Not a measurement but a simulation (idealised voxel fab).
Presented below is a process module, voxel wiring stack.
Displayed cross-section: cut, width of 260 nm, square cells sized 5 nm.
If you're reading a cross-section in this doc, picture square cells in a grid; it comes to you as bands, top ones listed first down to the bottom, and a band can be one or more rows of cells.
Within each band entry, the heights of the top and of the bottom of the band appear first, in that order and in nm; the materials of the band then follow from left to right, each with its corresponding width in nm. The designation "all across" on a single material indicates that it fills the band from edge to edge; the designation "air" indicates empty space.
Heights are expressed relative to 0, this being the level below which the as-received wafer comprises one material exclusively. The lowest band is unbounded in the downward direction and is denoted as in "0..down".
With a width like "30->40", each row of cells in the band differs from the next by the same amount, the top row carrying the first number and the bottom row the second.
Where the words "nothing was modified" appear for a step, the cross-section shows no cell changed by that step; every cell remained as before.
The list in "Closed void listing" covers empty spaces of 8 cells or more that cannot reach the top through any open way, and it gives each as width x height at distance; the distance is from the left edge, and width, height and distance are in nm.
What comes after the settings on a step's line is commentary from the simulator itself on that step.
For masked steps, "overlay nm" on the step line gives how far right of plan the mask actually lay; a minus sign means it lay to the left.
## Planned step list for the process
- 1: RECEIVE,material Si
- 2: CONFORMAL_DEP,material SiO2,thk nm 10
- 3: DIRECTIONAL_DEP,material TiN,thk nm 5
- 4: DIRECTIONAL_DEP,material W,thk nm 25
- 5: MASKED_ETCH,tone cover,mask id METAL_1,width nm 20,pitch nm 50,etch materials W,depth nm 25,overlay nm 0
- 6: MASKED_ETCH,tone cover,mask id METAL_1,width nm 20,pitch nm 50,etch materials TiN,depth nm 5,overlay nm 0
- 7: CONFORMAL_DEP,material SiN,thk nm 5
- 8: FILL_DEP,material lowk,thk nm 10
- 9: CMP,height nm 40
- 10: CONFORMAL_DEP,material SiCN,thk nm 5
- 11: DIRECTIONAL_DEP,material lowk,thk nm 15
- 12: MASKED_ETCH,tone open,mask id PLUG_1,width nm 15,pitch nm 100,etch materials lowk,depth nm 15,overlay nm 0
- 13: MASKED_ETCH,tone open,mask id PLUG_1,width nm 15,pitch nm 100,etch materials SiCN,depth nm 5,overlay nm 0
- 14: CONFORMAL_DEP,material TiN,thk nm 5
- 15: FILL_DEP,material Cu,thk nm 5
- 16: CMP,height nm 60
- 17: CONFORMAL_DEP,material SiCN,thk nm 5
- 18: DIRECTIONAL_DEP,material SiO2,thk nm 25
- 19: DIRECTIONAL_DEP,material aC,thk nm 15
- 20: PATTERN,tone open,mask id METAL_2,material resist,width nm 20,pitch nm 50,thk nm 30,overlay nm 0
- 21: DIRECTIONAL_ETCH,etch materials aC,depth nm 15
- 22: STRIP,etch materials resist
- 23: DIRECTIONAL_ETCH,etch materials SiO2,depth nm 25
- 24: DIRECTIONAL_ETCH,etch materials SiCN,depth nm 5
- 25: STRIP,etch materials aC
- 26: CONFORMAL_DEP,material TiN,thk nm 5
- 27: FILL_DEP,material Ru,thk nm 10
- 28: CMP,height nm 90
- 29: CONFORMAL_DEP,material SiCN,thk nm 5
- 30: DIRECTIONAL_DEP,material SiO2,thk nm 20
- 31: MASKED_ETCH,tone open,mask id PLUG_2,width nm 15,pitch nm 50,etch materials SiO2,depth nm 20,overlay nm 0
- 32: MASKED_ETCH,tone open,mask id PLUG_2,width nm 15,pitch nm 50,etch materials SiCN,depth nm 5,overlay nm 0
- 33: CONFORMAL_DEP,material TiN,thk nm 5
- 34: FILL_DEP,material W,thk nm 5
- 35: CMP,height nm 115
- 36: CONFORMAL_DEP,material SiCN,thk nm 5
- 37: DIRECTIONAL_DEP,material SiO2,thk nm 20
- 38: PATTERN,tone open,mask id METAL_3,material resist,width nm 20,pitch nm 50,thk nm 15,overlay nm 0
- 39: DIRECTIONAL_ETCH,etch materials SiO2,depth nm 20
- 40: DIRECTIONAL_ETCH,etch materials SiCN,depth nm 5
- 41: STRIP,etch materials resist
- 42: CONFORMAL_DEP,material TiN,thk nm 5
- 43: FILL_DEP,material Ru,thk nm 5
- 44: CMP,height nm 140
- 45: EPI,material Ru,thk nm 5
- 46: FILL_DEP,material SiCN,thk nm 5
## Wafer, first of two, run as planned
## Wafer cross-section on receipt, i.e. after step 1
> 0..down = Si all across
> Closed void listing: none
## The wafer in cross-section once step 2 is complete
> 10..0 = SiO2 all across
> Beneath the level 0, the cross-section is identical to its previous state.
## The wafer in cross-section once step 3 is complete
> 15..10 = TiN all across
> Beneath the level 10, the cross-section is identical to its previous state.
## The wafer in cross-section once step 4 is complete
> 40..15 = W all across
> Beneath the level 15, the cross-section is identical to its previous state.
## The wafer in cross-section once step 5 is complete
> 40..15 = 70 of air  20 of W  30 of air  20 of W  30 of air  20 of W  70 of air
> Beneath the level 15, the cross-section is identical to its previous state.
## The wafer in cross-section once step 6 is complete
> 40..15 = 70 of air  20 of W  30 of air  20 of W  30 of air  20 of W  70 of air
> 15..10 = 70 of air  20 of TiN  30 of air  20 of TiN  30 of air  20 of TiN  70 of air
> Beneath the level 10, the cross-section is identical to its previous state.
## The wafer in cross-section once step 7 is complete
> 45..40 = 65 of air  30 of SiN  20 of air  30 of SiN  20 of air  30 of SiN  65 of air
> 40..15 = 65 of air  5 of SiN  20 of W  5 of SiN  20 of air  5 of SiN  20 of W  5 of SiN  20 of air  5 of SiN  20 of W  5 of SiN  65 of air
> 15..10 = 70 of SiN  20 of TiN  30 of SiN  20 of TiN  30 of SiN  20 of TiN  70 of SiN
> Beneath the level 10, the cross-section is identical to its previous state.
## The wafer in cross-section once step 8 is complete
> 55..45 = lowk all across
> 45..40 = 65 of lowk  30 of SiN  20 of lowk  30 of SiN  20 of lowk  30 of SiN  65 of lowk
> 40..15 = 65 of lowk  5 of SiN  20 of W  5 of SiN  20 of lowk  5 of SiN  20 of W  5 of SiN  20 of lowk  5 of SiN  20 of W  5 of SiN  65 of lowk
> Beneath the level 15, the cross-section is identical to its previous state.
## The wafer in cross-section once step 9 is complete
> 40..15 = 65 of lowk  5 of SiN  20 of W  5 of SiN  20 of lowk  5 of SiN  20 of W  5 of SiN  20 of lowk  5 of SiN  20 of W  5 of SiN  65 of lowk
> Beneath the level 15, the cross-section is identical to its previous state.
## The wafer in cross-section once step 10 is complete
> 45..40 = SiCN all across
> Beneath the level 40, the cross-section is identical to its previous state.
## The wafer in cross-section once step 11 is complete
> 60..45 = lowk all across
> Beneath the level 45, the cross-section is identical to its previous state.
## The wafer in cross-section once step 12 is complete
> 60..45 = 70 of lowk  15 of air  85 of lowk  15 of air  75 of lowk
> Beneath the level 45, the cross-section is identical to its previous state.
## The wafer in cross-section once step 13 is complete
> 60..45 = 70 of lowk  15 of air  85 of lowk  15 of air  75 of lowk
> 45..40 = 70 of SiCN  15 of air  85 of SiCN  15 of air  75 of SiCN
> Beneath the level 40, the cross-section is identical to its previous state.
## The wafer in cross-section once step 14 is complete
> 65..60 = 75 of TiN  5 of air  95 of TiN  5 of air  80 of TiN
> 60..45 = 70 of lowk  5 of TiN  5 of air  5 of TiN  85 of lowk  5 of TiN  5 of air  5 of TiN  75 of lowk
> 45..40 = 70 of SiCN  15 of TiN  85 of SiCN  15 of TiN  75 of SiCN
> Beneath the level 40, the cross-section is identical to its previous state.
## The wafer in cross-section once step 15 is complete
> 70..65 = Cu all across
> 65..60 = 75 of TiN  5 of Cu  95 of TiN  5 of Cu  80 of TiN
> 60..45 = 70 of lowk  5 of TiN  5 of Cu  5 of TiN  85 of lowk  5 of TiN  5 of Cu  5 of TiN  75 of lowk
> Beneath the level 45, the cross-section is identical to its previous state.
## The wafer in cross-section once step 16 is complete
> 60..45 = 70 of lowk  5 of TiN  5 of Cu  5 of TiN  85 of lowk  5 of TiN  5 of Cu  5 of TiN  75 of lowk
> Beneath the level 45, the cross-section is identical to its previous state.
## The wafer in cross-section once step 17 is complete
> 65..60 = SiCN all across
> Beneath the level 60, the cross-section is identical to its previous state.
## The wafer in cross-section once step 18 is complete
> 90..65 = SiO2 all across
> Beneath the level 65, the cross-section is identical to its previous state.
## The wafer in cross-section once step 19 is complete
> 105..90 = aC all across
> Beneath the level 90, the cross-section is identical to its previous state.
## The wafer in cross-section once step 20 is complete
> 135..105 = 70 of resist  20 of air  30 of resist  20 of air  30 of resist  20 of air  70 of resist
> Beneath the level 105, the cross-section is identical to its previous state.
## The wafer in cross-section once step 21 is complete
> 120..105 = 70 of resist  20 of air  30 of resist  20 of air  30 of resist  20 of air  70 of resist
> 105..90 = 70 of aC  20 of air  30 of aC  20 of air  30 of aC  20 of air  70 of aC
> Beneath the level 90, the cross-section is identical to its previous state.
## The wafer in cross-section once step 22 is complete
> 105..90 = 70 of aC  20 of air  30 of aC  20 of air  30 of aC  20 of air  70 of aC
> Beneath the level 90, the cross-section is identical to its previous state.
## The wafer in cross-section once step 23 is complete
> 105..90 = 70 of aC  20 of air  30 of aC  20 of air  30 of aC  20 of air  70 of aC
> 90..65 = 70 of SiO2  20 of air  30 of SiO2  20 of air  30 of SiO2  20 of air  70 of SiO2
> Beneath the level 65, the cross-section is identical to its previous state.
## The wafer in cross-section once step 24 is complete
> 105..90 = 70 of aC  20 of air  30 of aC  20 of air  30 of aC  20 of air  70 of aC
> 90..65 = 70 of SiO2  20 of air  30 of SiO2  20 of air  30 of SiO2  20 of air  70 of SiO2
> 65..60 = 70 of SiCN  20 of air  30 of SiCN  20 of air  30 of SiCN  20 of air  70 of SiCN
> Beneath the level 60, the cross-section is identical to its previous state.
## The wafer in cross-section once step 25 is complete
> 90..65 = 70 of SiO2  20 of air  30 of SiO2  20 of air  30 of SiO2  20 of air  70 of SiO2
> Beneath the level 65, the cross-section is identical to its previous state.
## The wafer in cross-section once step 26 is complete
> 95..90 = 75 of TiN  10 of air  40 of TiN  10 of air  40 of TiN  10 of air  75 of TiN
> 90..65 = 70 of SiO2  5 of TiN  10 of air  5 of TiN  30 of SiO2  5 of TiN  10 of air  5 of TiN  30 of SiO2  5 of TiN  10 of air  5 of TiN  70 of SiO2
> 65..60 = 70 of SiCN  20 of TiN  30 of SiCN  20 of TiN  30 of SiCN  20 of TiN  70 of SiCN
> Beneath the level 60, the cross-section is identical to its previous state.
## The wafer in cross-section once step 27 is complete
> 105..95 = Ru all across
> 95..90 = 75 of TiN  10 of Ru  40 of TiN  10 of Ru  40 of TiN  10 of Ru  75 of TiN
> 90..65 = 70 of SiO2  5 of TiN  10 of Ru  5 of TiN  30 of SiO2  5 of TiN  10 of Ru  5 of TiN  30 of SiO2  5 of TiN  10 of Ru  5 of TiN  70 of SiO2
> Beneath the level 65, the cross-section is identical to its previous state.
## The wafer in cross-section once step 28 is complete
> 90..65 = 70 of SiO2  5 of TiN  10 of Ru  5 of TiN  30 of SiO2  5 of TiN  10 of Ru  5 of TiN  30 of SiO2  5 of TiN  10 of Ru  5 of TiN  70 of SiO2
> Beneath the level 65, the cross-section is identical to its previous state.
## The wafer in cross-section once step 29 is complete
> 95..90 = SiCN all across
> Beneath the level 90, the cross-section is identical to its previous state.
## The wafer in cross-section once step 30 is complete
> 115..95 = SiO2 all across
> Beneath the level 95, the cross-section is identical to its previous state.
## The wafer in cross-section once step 31 is complete
> 115..95 = 70 of SiO2  15 of air  35 of SiO2  15 of air  35 of SiO2  15 of air  75 of SiO2
> Beneath the level 95, the cross-section is identical to its previous state.
## The wafer in cross-section once step 32 is complete
> 115..95 = 70 of SiO2  15 of air  35 of SiO2  15 of air  35 of SiO2  15 of air  75 of SiO2
> 95..90 = 70 of SiCN  15 of air  35 of SiCN  15 of air  35 of SiCN  15 of air  75 of SiCN
> Beneath the level 90, the cross-section is identical to its previous state.
## The wafer in cross-section once step 33 is complete
> 120..115 = 75 of TiN  5 of air  45 of TiN  5 of air  45 of TiN  5 of air  80 of TiN
> 115..95 = 70 of SiO2  5 of TiN  5 of air  5 of TiN  35 of SiO2  5 of TiN  5 of air  5 of TiN  35 of SiO2  5 of TiN  5 of air  5 of TiN  75 of SiO2
> 95..90 = 70 of SiCN  15 of TiN  35 of SiCN  15 of TiN  35 of SiCN  15 of TiN  75 of SiCN
> Beneath the level 90, the cross-section is identical to its previous state.
## The wafer in cross-section once step 34 is complete
> 125..120 = W all across
> 120..115 = 75 of TiN  5 of W  45 of TiN  5 of W  45 of TiN  5 of W  80 of TiN
> 115..95 = 70 of SiO2  5 of TiN  5 of W  5 of TiN  35 of SiO2  5 of TiN  5 of W  5 of TiN  35 of SiO2  5 of TiN  5 of W  5 of TiN  75 of SiO2
> Beneath the level 95, the cross-section is identical to its previous state.
## The wafer in cross-section once step 35 is complete
> 115..95 = 70 of SiO2  5 of TiN  5 of W  5 of TiN  35 of SiO2  5 of TiN  5 of W  5 of TiN  35 of SiO2  5 of TiN  5 of W  5 of TiN  75 of SiO2
> Beneath the level 95, the cross-section is identical to its previous state.
## The wafer in cross-section once step 36 is complete
> 120..115 = SiCN all across
> Beneath the level 115, the cross-section is identical to its previous state.
## The wafer in cross-section once step 37 is complete
> 140..120 = SiO2 all across
> Beneath the level 120, the cross-section is identical to its previous state.
## The wafer in cross-section once step 38 is complete
> 155..140 = 70 of resist  20 of air  30 of resist  20 of air  30 of resist  20 of air  70 of resist
> Beneath the level 140, the cross-section is identical to its previous state.
## The wafer in cross-section once step 39 is complete
> 155..140 = 70 of resist  20 of air  30 of resist  20 of air  30 of resist  20 of air  70 of resist
> 140..120 = 70 of SiO2  20 of air  30 of SiO2  20 of air  30 of SiO2  20 of air  70 of SiO2
> Beneath the level 120, the cross-section is identical to its previous state.
## The wafer in cross-section once step 40 is complete
> 155..140 = 70 of resist  20 of air  30 of resist  20 of air  30 of resist  20 of air  70 of resist
> 140..120 = 70 of SiO2  20 of air  30 of SiO2  20 of air  30 of SiO2  20 of air  70 of SiO2
> 120..115 = 70 of SiCN  20 of air  30 of SiCN  20 of air  30 of SiCN  20 of air  70 of SiCN
> Beneath the level 115, the cross-section is identical to its previous state.
## The wafer in cross-section once step 41 is complete
> 140..120 = 70 of SiO2  20 of air  30 of SiO2  20 of air  30 of SiO2  20 of air  70 of SiO2
> Beneath the level 120, the cross-section is identical to its previous state.
## The wafer in cross-section once step 42 is complete
> 145..140 = 75 of TiN  10 of air  40 of TiN  10 of air  40 of TiN  10 of air  75 of TiN
> 140..120 = 70 of SiO2  5 of TiN  10 of air  5 of TiN  30 of SiO2  5 of TiN  10 of air  5 of TiN  30 of SiO2  5 of TiN  10 of air  5 of TiN  70 of SiO2
> 120..115 = 70 of SiCN  20 of TiN  30 of SiCN  20 of TiN  30 of SiCN  20 of TiN  70 of SiCN
> Beneath the level 115, the cross-section is identical to its previous state.
## The wafer in cross-section once step 43 is complete
> 150..145 = Ru all across
> 145..140 = 75 of TiN  10 of Ru  40 of TiN  10 of Ru  40 of TiN  10 of Ru  75 of TiN
> 140..120 = 70 of SiO2  5 of TiN  10 of Ru  5 of TiN  30 of SiO2  5 of TiN  10 of Ru  5 of TiN  30 of SiO2  5 of TiN  10 of Ru  5 of TiN  70 of SiO2
> Beneath the level 120, the cross-section is identical to its previous state.
## The wafer in cross-section once step 44 is complete
> 140..120 = 70 of SiO2  5 of TiN  10 of Ru  5 of TiN  30 of SiO2  5 of TiN  10 of Ru  5 of TiN  30 of SiO2  5 of TiN  10 of Ru  5 of TiN  70 of SiO2
> Beneath the level 120, the cross-section is identical to its previous state.
## The wafer in cross-section once step 45 is complete
> 145..140 = 65 of air  30 of Ru  20 of air  30 of Ru  20 of air  30 of Ru  65 of air
> Beneath the level 140, the cross-section is identical to its previous state.
## The wafer in cross-section once step 46 is complete
> 150..145 = SiCN all across
> 145..140 = 65 of SiCN  30 of Ru  20 of SiCN  30 of Ru  20 of SiCN  30 of Ru  65 of SiCN
> Beneath the level 140, the cross-section is identical to its previous state.
## Here the second wafer is described. Its start and its plan were those of the first wafer. Its run contained one mistake. Up to and including step 1, it did exactly what the first wafer did
## Cross-section, second wafer, at the end time the plan gives for step 2
> 5..0 = TiN all across
> Beneath the level 0, the cross-section is identical to its previous state.
## Cross-section, second wafer, at the end time the plan gives for step 3
> 15..5 = SiO2 all across
> Beneath the level 5, the cross-section is identical to its previous state.
## Cross-section, second wafer, at the end time the plan gives for step 4
> 40..15 = W all across
> Beneath the level 15, the cross-section is identical to its previous state.
## Cross-section, second wafer, at the end time the plan gives for step 5
> 40..15 = 70 of air  20 of W  30 of air  20 of W  30 of air  20 of W  70 of air
> Beneath the level 15, the cross-section is identical to its previous state.
Cross-section, second wafer, at the end time the plan gives for step 6: nothing was modified
## Cross-section, second wafer, at the end time the plan gives for step 7
> 45..40 = 65 of air  30 of SiN  20 of air  30 of SiN  20 of air  30 of SiN  65 of air
> 40..20 = 65 of air  5 of SiN  20 of W  5 of SiN  20 of air  5 of SiN  20 of W  5 of SiN  20 of air  5 of SiN  20 of W  5 of SiN  65 of air
> 20..15 = 70 of SiN  20 of W  30 of SiN  20 of W  30 of SiN  20 of W  70 of SiN
> Beneath the level 15, the cross-section is identical to its previous state.
## Cross-section, second wafer, at the end time the plan gives for step 8
> 55..45 = lowk all across
> 45..40 = 65 of lowk  30 of SiN  20 of lowk  30 of SiN  20 of lowk  30 of SiN  65 of lowk
> 40..20 = 65 of lowk  5 of SiN  20 of W  5 of SiN  20 of lowk  5 of SiN  20 of W  5 of SiN  20 of lowk  5 of SiN  20 of W  5 of SiN  65 of lowk
> Beneath the level 20, the cross-section is identical to its previous state.
## Cross-section, second wafer, at the end time the plan gives for step 9
> 40..20 = 65 of lowk  5 of SiN  20 of W  5 of SiN  20 of lowk  5 of SiN  20 of W  5 of SiN  20 of lowk  5 of SiN  20 of W  5 of SiN  65 of lowk
> Beneath the level 20, the cross-section is identical to its previous state.
## Cross-section, second wafer, at the end time the plan gives for step 10
> 45..40 = SiCN all across
> Beneath the level 40, the cross-section is identical to its previous state.
## Cross-section, second wafer, at the end time the plan gives for step 11
> 60..45 = lowk all across
> Beneath the level 45, the cross-section is identical to its previous state.
## Cross-section, second wafer, at the end time the plan gives for step 12
> 60..45 = 70 of lowk  15 of air  85 of lowk  15 of air  75 of lowk
> Beneath the level 45, the cross-section is identical to its previous state.
## Cross-section, second wafer, at the end time the plan gives for step 13
> 60..45 = 70 of lowk  15 of air  85 of lowk  15 of air  75 of lowk
> 45..40 = 70 of SiCN  15 of air  85 of SiCN  15 of air  75 of SiCN
> Beneath the level 40, the cross-section is identical to its previous state.
## Cross-section, second wafer, at the end time the plan gives for step 14
> 65..60 = 75 of TiN  5 of air  95 of TiN  5 of air  80 of TiN
> 60..45 = 70 of lowk  5 of TiN  5 of air  5 of TiN  85 of lowk  5 of TiN  5 of air  5 of TiN  75 of lowk
> 45..40 = 70 of SiCN  15 of TiN  85 of SiCN  15 of TiN  75 of SiCN
> Beneath the level 40, the cross-section is identical to its previous state.
## Cross-section, second wafer, at the end time the plan gives for step 15
> 70..65 = Cu all across
> 65..60 = 75 of TiN  5 of Cu  95 of TiN  5 of Cu  80 of TiN
> 60..45 = 70 of lowk  5 of TiN  5 of Cu  5 of TiN  85 of lowk  5 of TiN  5 of Cu  5 of TiN  75 of lowk
> Beneath the level 45, the cross-section is identical to its previous state.
## Cross-section, second wafer, at the end time the plan gives for step 16
> 60..45 = 70 of lowk  5 of TiN  5 of Cu  5 of TiN  85 of lowk  5 of TiN  5 of Cu  5 of TiN  75 of lowk
> Beneath the level 45, the cross-section is identical to its previous state.
## Cross-section, second wafer, at the end time the plan gives for step 17
> 65..60 = SiCN all across
> Beneath the level 60, the cross-section is identical to its previous state.
## Cross-section, second wafer, at the end time the plan gives for step 18
> 90..65 = SiO2 all across
> Beneath the level 65, the cross-section is identical to its previous state.
## Cross-section, second wafer, at the end time the plan gives for step 19
> 105..90 = aC all across
> Beneath the level 90, the cross-section is identical to its previous state.
## Cross-section, second wafer, at the end time the plan gives for step 20
> 135..105 = 70 of resist  20 of air  30 of resist  20 of air  30 of resist  20 of air  70 of resist
> Beneath the level 105, the cross-section is identical to its previous state.
## Cross-section, second wafer, at the end time the plan gives for step 21
> 120..105 = 70 of resist  20 of air  30 of resist  20 of air  30 of resist  20 of air  70 of resist
> 105..90 = 70 of aC  20 of air  30 of aC  20 of air  30 of aC  20 of air  70 of aC
> Beneath the level 90, the cross-section is identical to its previous state.
## Cross-section, second wafer, at the end time the plan gives for step 22
> 105..90 = 70 of aC  20 of air  30 of aC  20 of air  30 of aC  20 of air  70 of aC
> Beneath the level 90, the cross-section is identical to its previous state.
## Cross-section, second wafer, at the end time the plan gives for step 23
> 105..90 = 70 of aC  20 of air  30 of aC  20 of air  30 of aC  20 of air  70 of aC
> 90..65 = 70 of SiO2  20 of air  30 of SiO2  20 of air  30 of SiO2  20 of air  70 of SiO2
> Beneath the level 65, the cross-section is identical to its previous state.
## Cross-section, second wafer, at the end time the plan gives for step 24
> 105..90 = 70 of aC  20 of air  30 of aC  20 of air  30 of aC  20 of air  70 of aC
> 90..65 = 70 of SiO2  20 of air  30 of SiO2  20 of air  30 of SiO2  20 of air  70 of SiO2
> 65..60 = 70 of SiCN  20 of air  30 of SiCN  20 of air  30 of SiCN  20 of air  70 of SiCN
> Beneath the level 60, the cross-section is identical to its previous state.
## Cross-section, second wafer, at the end time the plan gives for step 25
> 90..65 = 70 of SiO2  20 of air  30 of SiO2  20 of air  30 of SiO2  20 of air  70 of SiO2
> Beneath the level 65, the cross-section is identical to its previous state.
## Cross-section, second wafer, at the end time the plan gives for step 26
> 95..90 = 75 of TiN  10 of air  40 of TiN  10 of air  40 of TiN  10 of air  75 of TiN
> 90..65 = 70 of SiO2  5 of TiN  10 of air  5 of TiN  30 of SiO2  5 of TiN  10 of air  5 of TiN  30 of SiO2  5 of TiN  10 of air  5 of TiN  70 of SiO2
> 65..60 = 70 of SiCN  20 of TiN  30 of SiCN  20 of TiN  30 of SiCN  20 of TiN  70 of SiCN
> Beneath the level 60, the cross-section is identical to its previous state.
## Cross-section, second wafer, at the end time the plan gives for step 27
> 105..95 = Ru all across
> 95..90 = 75 of TiN  10 of Ru  40 of TiN  10 of Ru  40 of TiN  10 of Ru  75 of TiN
> 90..65 = 70 of SiO2  5 of TiN  10 of Ru  5 of TiN  30 of SiO2  5 of TiN  10 of Ru  5 of TiN  30 of SiO2  5 of TiN  10 of Ru  5 of TiN  70 of SiO2
> Beneath the level 65, the cross-section is identical to its previous state.
## Cross-section, second wafer, at the end time the plan gives for step 28
> 90..65 = 70 of SiO2  5 of TiN  10 of Ru  5 of TiN  30 of SiO2  5 of TiN  10 of Ru  5 of TiN  30 of SiO2  5 of TiN  10 of Ru  5 of TiN  70 of SiO2
> Beneath the level 65, the cross-section is identical to its previous state.
## Cross-section, second wafer, at the end time the plan gives for step 29
> 95..90 = SiCN all across
> Beneath the level 90, the cross-section is identical to its previous state.
## Cross-section, second wafer, at the end time the plan gives for step 30
> 115..95 = SiO2 all across
> Beneath the level 95, the cross-section is identical to its previous state.
## Cross-section, second wafer, at the end time the plan gives for step 31
> 115..95 = 70 of SiO2  15 of air  35 of SiO2  15 of air  35 of SiO2  15 of air  75 of SiO2
> Beneath the level 95, the cross-section is identical to its previous state.
## Cross-section, second wafer, at the end time the plan gives for step 32
> 115..95 = 70 of SiO2  15 of air  35 of SiO2  15 of air  35 of SiO2  15 of air  75 of SiO2
> 95..90 = 70 of SiCN  15 of air  35 of SiCN  15 of air  35 of SiCN  15 of air  75 of SiCN
> Beneath the level 90, the cross-section is identical to its previous state.
## Cross-section, second wafer, at the end time the plan gives for step 33
> 120..115 = 75 of TiN  5 of air  45 of TiN  5 of air  45 of TiN  5 of air  80 of TiN
> 115..95 = 70 of SiO2  5 of TiN  5 of air  5 of TiN  35 of SiO2  5 of TiN  5 of air  5 of TiN  35 of SiO2  5 of TiN  5 of air  5 of TiN  75 of SiO2
> 95..90 = 70 of SiCN  15 of TiN  35 of SiCN  15 of TiN  35 of SiCN  15 of TiN  75 of SiCN
> Beneath the level 90, the cross-section is identical to its previous state.
## Cross-section, second wafer, at the end time the plan gives for step 34
> 125..120 = W all across
> 120..115 = 75 of TiN  5 of W  45 of TiN  5 of W  45 of TiN  5 of W  80 of TiN
> 115..95 = 70 of SiO2  5 of TiN  5 of W  5 of TiN  35 of SiO2  5 of TiN  5 of W  5 of TiN  35 of SiO2  5 of TiN  5 of W  5 of TiN  75 of SiO2
> Beneath the level 95, the cross-section is identical to its previous state.
## Cross-section, second wafer, at the end time the plan gives for step 35
> 115..95 = 70 of SiO2  5 of TiN  5 of W  5 of TiN  35 of SiO2  5 of TiN  5 of W  5 of TiN  35 of SiO2  5 of TiN  5 of W  5 of TiN  75 of SiO2
> Beneath the level 95, the cross-section is identical to its previous state.
## Cross-section, second wafer, at the end time the plan gives for step 36
> 120..115 = SiCN all across
> Beneath the level 115, the cross-section is identical to its previous state.
## Cross-section, second wafer, at the end time the plan gives for step 37
> 140..120 = SiO2 all across
> Beneath the level 120, the cross-section is identical to its previous state.
## Cross-section, second wafer, at the end time the plan gives for step 38
> 155..140 = 70 of resist  20 of air  30 of resist  20 of air  30 of resist  20 of air  70 of resist
> Beneath the level 140, the cross-section is identical to its previous state.
## Cross-section, second wafer, at the end time the plan gives for step 39
> 155..140 = 70 of resist  20 of air  30 of resist  20 of air  30 of resist  20 of air  70 of resist
> 140..120 = 70 of SiO2  20 of air  30 of SiO2  20 of air  30 of SiO2  20 of air  70 of SiO2
> Beneath the level 120, the cross-section is identical to its previous state.
## Cross-section, second wafer, at the end time the plan gives for step 40
> 155..140 = 70 of resist  20 of air  30 of resist  20 of air  30 of resist  20 of air  70 of resist
> 140..120 = 70 of SiO2  20 of air  30 of SiO2  20 of air  30 of SiO2  20 of air  70 of SiO2
> 120..115 = 70 of SiCN  20 of air  30 of SiCN  20 of air  30 of SiCN  20 of air  70 of SiCN
> Beneath the level 115, the cross-section is identical to its previous state.
## Cross-section, second wafer, at the end time the plan gives for step 41
> 140..120 = 70 of SiO2  20 of air  30 of SiO2  20 of air  30 of SiO2  20 of air  70 of SiO2
> Beneath the level 120, the cross-section is identical to its previous state.
## Cross-section, second wafer, at the end time the plan gives for step 42
> 145..140 = 75 of TiN  10 of air  40 of TiN  10 of air  40 of TiN  10 of air  75 of TiN
> 140..120 = 70 of SiO2  5 of TiN  10 of air  5 of TiN  30 of SiO2  5 of TiN  10 of air  5 of TiN  30 of SiO2  5 of TiN  10 of air  5 of TiN  70 of SiO2
> 120..115 = 70 of SiCN  20 of TiN  30 of SiCN  20 of TiN  30 of SiCN  20 of TiN  70 of SiCN
> Beneath the level 115, the cross-section is identical to its previous state.
## Cross-section, second wafer, at the end time the plan gives for step 43
> 150..145 = Ru all across
> 145..140 = 75 of TiN  10 of Ru  40 of TiN  10 of Ru  40 of TiN  10 of Ru  75 of TiN
> 140..120 = 70 of SiO2  5 of TiN  10 of Ru  5 of TiN  30 of SiO2  5 of TiN  10 of Ru  5 of TiN  30 of SiO2  5 of TiN  10 of Ru  5 of TiN  70 of SiO2
> Beneath the level 120, the cross-section is identical to its previous state.
## Cross-section, second wafer, at the end time the plan gives for step 44
> 140..120 = 70 of SiO2  5 of TiN  10 of Ru  5 of TiN  30 of SiO2  5 of TiN  10 of Ru  5 of TiN  30 of SiO2  5 of TiN  10 of Ru  5 of TiN  70 of SiO2
> Beneath the level 120, the cross-section is identical to its previous state.
## Cross-section, second wafer, at the end time the plan gives for step 45
> 145..140 = 65 of air  30 of Ru  20 of air  30 of Ru  20 of air  30 of Ru  65 of air
> Beneath the level 140, the cross-section is identical to its previous state.
## Cross-section, second wafer, at the end time the plan gives for step 46
> 150..145 = SiCN all across
> 145..140 = 65 of SiCN  30 of Ru  20 of SiCN  30 of Ru  20 of SiCN  30 of Ru  65 of SiCN
> Beneath the level 140, the cross-section is identical to its previous state.
Where did the run depart from the plan? step 2 ran in the slot meant for step 3, and vice versa
Materials where the second wafer ends with more or fewer cells than the first: -6 SiN; +40 TiN; -34 lowk
